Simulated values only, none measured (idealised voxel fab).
The following process module bears the name voxel wiring stack.
For reference, the cross-section in this document is cut, with width 195 nm and square cells of 5 nm.
Think of the cross-section as a grid of square cells. We describe it in bands, top to bottom, and each band covers one or more rows of those cells.
A band entry consists of two parts. The first gives the height of the band's top and the height of its bottom, in nm. The rest lists the band's materials from left to right, each with its width in nm. A single material labelled with the word "full width" fills the band from edge to edge, and the word "empty" marks empty space.
Height datum 0, below which the as-received substrate wafer is one material. Lowest band open at the bottom, running downward: "0 -> down".
A width given as "30 to 40" starts at the first number in the band's top row and ends at the second number in its bottom row, shifting by an equal amount at every step from row to row.
Step note "nothing different" = no cross-section cell changed.
"Closed void entries" contains a list of empty spaces, each no smaller than 8 cells and without an open way to the top, written in the form width x height at distance with the distance from the left edge and all three in nm.
On a step's line, text after the settings is the simulator commenting on that step.
What "overlay nm" on a step's line means: if the step has a mask, that mask lay this far to the right of its planned place, or, when the value is negative, to the left.
These are the steps we planned for the process
| 1 | RECEIVE [material Si] |
| 2 | CONFORMAL_DEP [material SiO2] [thk nm 10] |
| 3 | CONFORMAL_DEP [material SiCN] [thk nm 5] |
| 4 | DIRECTIONAL_DEP [material SiO2] [thk nm 15] |
| 5 | PATTERN [tone open] [mask id METAL_1] [material resist] [width nm 25] [pitch nm 55] [thk nm 15] [overlay nm 0] |
| 6 | DIRECTIONAL_ETCH [etch materials SiO2] [depth nm 15] |
| 7 | DIRECTIONAL_ETCH [etch materials SiCN] [depth nm 5] |
| 8 | STRIP [etch materials resist] |
| 9 | CONFORMAL_DEP [material TiN] [thk nm 5] |
| 10 | FILL_DEP [material W] [thk nm 5] |
| 11 | CMP [height nm 30] |
| 12 | CONFORMAL_DEP [material SiCN] [thk nm 5] |
| 13 | DIRECTIONAL_DEP [material lowk] [thk nm 15] |
| 14 | PATTERN [tone open] [mask id PLUG_1] [material resist] [width nm 15] [pitch nm 55] [thk nm 15] [overlay nm 0] |
| 15 | DIRECTIONAL_ETCH [etch materials lowk] [depth nm 15] |
| 16 | DIRECTIONAL_ETCH [etch materials SiCN] [depth nm 5] |
| 17 | STRIP [etch materials resist] |
| 18 | CONFORMAL_DEP [material TiN] [thk nm 5] |
| 19 | FILL_DEP [material Ru] [thk nm 10] |
| 20 | CMP [height nm 50] |
| 21 | DIRECTIONAL_DEP [material TiN] [thk nm 5] |
| 22 | DIRECTIONAL_DEP [material W] [thk nm 15] |
| 23 | DIRECTIONAL_DEP [material aC] [thk nm 10] |
| 24 | PATTERN [tone cover] [mask id METAL_2] [material resist] [width nm 25] [pitch nm 55] [thk nm 25] [overlay nm 0] |
| 25 | DIRECTIONAL_ETCH [etch materials aC] [depth nm 10] |
| 26 | STRIP [etch materials resist] |
| 27 | DIRECTIONAL_ETCH [etch materials W] [depth nm 15] |
| 28 | DIRECTIONAL_ETCH [etch materials TiN] [depth nm 5] |
| 29 | STRIP [etch materials aC] |
| 30 | CONFORMAL_DEP [material SiN] [thk nm 5] |
| 31 | FILL_DEP [material SiO2] [thk nm 5] |
| 32 | CMP [height nm 70] |
| 33 | CONFORMAL_DEP [material SiCN] [thk nm 5] |
| 34 | DIRECTIONAL_DEP [material lowk] [thk nm 25] |
| 35 | MASKED_ETCH [tone open] [mask id METAL_3_HOLES] [width nm 15] [etch materials lowk] [depth nm 25] [overlay nm 0] |
| 36 | PATTERN [tone open] [mask id METAL_3] [material resist] [width nm 25] [pitch nm 55] [thk nm 20] [overlay nm 0] |
| 37 | DIRECTIONAL_ETCH [etch materials lowk] [depth nm 15] |
| 38 | DIRECTIONAL_ETCH [etch materials SiCN] [depth nm 5] |
| 39 | STRIP [etch materials resist] |
| 40 | CONFORMAL_DEP [material TiN] [thk nm 5] |
| 41 | FILL_DEP [material Cu] [thk nm 10] |
| 42 | CMP [height nm 100] |
| 43 | CONFORMAL_DEP [material SiCN] [thk nm 5] |
Across this set of wafers, the varied parameter is the width nm of step 14. Starting conditions are identical for every wafer, and the plan reports the value assigned to the first wafer.
Cut through the first of several wafers as received, post step 1
- 0 -> down | Si full width
- Closed void entries: none
Once step 43, the last step, is complete, the module is at its end; this is the cross-section of the first of several wafers
- 105 -> 100 | SiCN full width
- 100 -> 90 | 55 nm lowk, then 5 nm TiN, then 15 nm Cu, then 5 nm TiN, then 30 nm lowk, then 5 nm TiN, then 15 nm Cu, then 5 nm TiN, then 60 nm lowk
- 90 -> 85 | 55 nm lowk, then 5 nm TiN, then 5 nm Cu, then 15 nm TiN, then 30 nm lowk, then 25 nm TiN, then 60 nm lowk
- 85 -> 75 | 55 nm lowk, then 5 nm TiN, then 5 nm Cu, then 5 nm TiN, then 125 nm lowk
- 75 -> 70 | 55 nm SiCN, then 15 nm TiN, then 125 nm SiCN
- 70 -> 55 | 50 nm SiO2, then 5 nm SiN, then 25 nm W, then 5 nm SiN, then 20 nm SiO2, then 5 nm SiN, then 25 nm W, then 5 nm SiN, then 55 nm SiO2
- 55 -> 50 | 55 nm SiN, then 25 nm TiN, then 30 nm SiN, then 25 nm TiN, then 60 nm SiN
- 50 -> 35 | 55 nm lowk, then 5 nm TiN, then 5 nm Ru, then 5 nm TiN, then 40 nm lowk, then 5 nm TiN, then 5 nm Ru, then 5 nm TiN, then 70 nm lowk
- 35 -> 30 | 55 nm SiCN, then 15 nm TiN, then 40 nm SiCN, then 15 nm TiN, then 70 nm SiCN
- 30 -> 15 | 55 nm SiO2, then 5 nm TiN, then 15 nm W, then 5 nm TiN, then 30 nm SiO2, then 5 nm TiN, then 15 nm W, then 5 nm TiN, then 60 nm SiO2
- 15 -> 10 | 55 nm SiCN, then 25 nm TiN, then 30 nm SiCN, then 25 nm TiN, then 60 nm SiCN
- 10 -> 0 | SiO2 full width
- 0 -> down | Si full width
- Closed void entries: none
The module's end: a cross-section of the last wafer
- 105 -> 100 | SiCN full width
- 100 -> 90 | 55 nm lowk, then 5 nm TiN, then 15 nm Cu, then 5 nm TiN, then 30 nm lowk, then 5 nm TiN, then 15 nm Cu, then 5 nm TiN, then 60 nm lowk
- 90 -> 85 | 55 nm lowk, then 5 nm TiN, then 5 nm Cu, then 15 nm TiN, then 30 nm lowk, then 25 nm TiN, then 60 nm lowk
- 85 -> 75 | 55 nm lowk, then 5 nm TiN, then 5 nm Cu, then 5 nm TiN, then 125 nm lowk
- 75 -> 70 | 55 nm SiCN, then 15 nm TiN, then 125 nm SiCN
- 70 -> 55 | 50 nm SiO2, then 5 nm SiN, then 25 nm W, then 5 nm SiN, then 20 nm SiO2, then 5 nm SiN, then 25 nm W, then 5 nm SiN, then 55 nm SiO2
- 55 -> 50 | 55 nm SiN, then 25 nm TiN, then 30 nm SiN, then 25 nm TiN, then 60 nm SiN
- 50 -> 35 | 50 nm lowk, then 5 nm TiN, then 20 nm Ru, then 5 nm TiN, then 25 nm lowk, then 5 nm TiN, then 20 nm Ru, then 5 nm TiN, then 60 nm lowk
- 35 -> 30 | 50 nm SiCN, then 30 nm TiN, then 25 nm SiCN, then 30 nm TiN, then 60 nm SiCN
- 30 -> 15 | 55 nm SiO2, then 5 nm TiN, then 15 nm W, then 5 nm TiN, then 30 nm SiO2, then 5 nm TiN, then 15 nm W, then 5 nm TiN, then 60 nm SiO2
- 15 -> 10 | 55 nm SiCN, then 25 nm TiN, then 30 nm SiCN, then 25 nm TiN, then 60 nm SiCN
- 10 -> 0 | SiO2 full width
- 0 -> down | Si full width
- Closed void entries: none
What follows is a table in which each wafer occupies a row; for the wafer as it stands at the close of the module, the row states, material by material, how many cells have been gained (+) or lost (-) since receipt, and then gives its closed voids
width nm 15 | +15 Cu | +6 Ru | +137 SiCN | +41 SiN | +240 SiO2 | +74 TiN | +48 W | +258 lowk | Closed void entries: none
width nm 20 | +15 Cu | +12 Ru | +135 SiCN | +41 SiN | +240 SiO2 | +76 TiN | +48 W | +252 lowk | Closed void entries: none
width nm 25 | +15 Cu | +18 Ru | +133 SiCN | +41 SiN | +240 SiO2 | +78 TiN | +48 W | +246 lowk | Closed void entries: none
width nm 30 | +15 Cu | +24 Ru | +131 SiCN | +41 SiN | +240 SiO2 | +80 TiN | +48 W | +240 lowk | Closed void entries: none
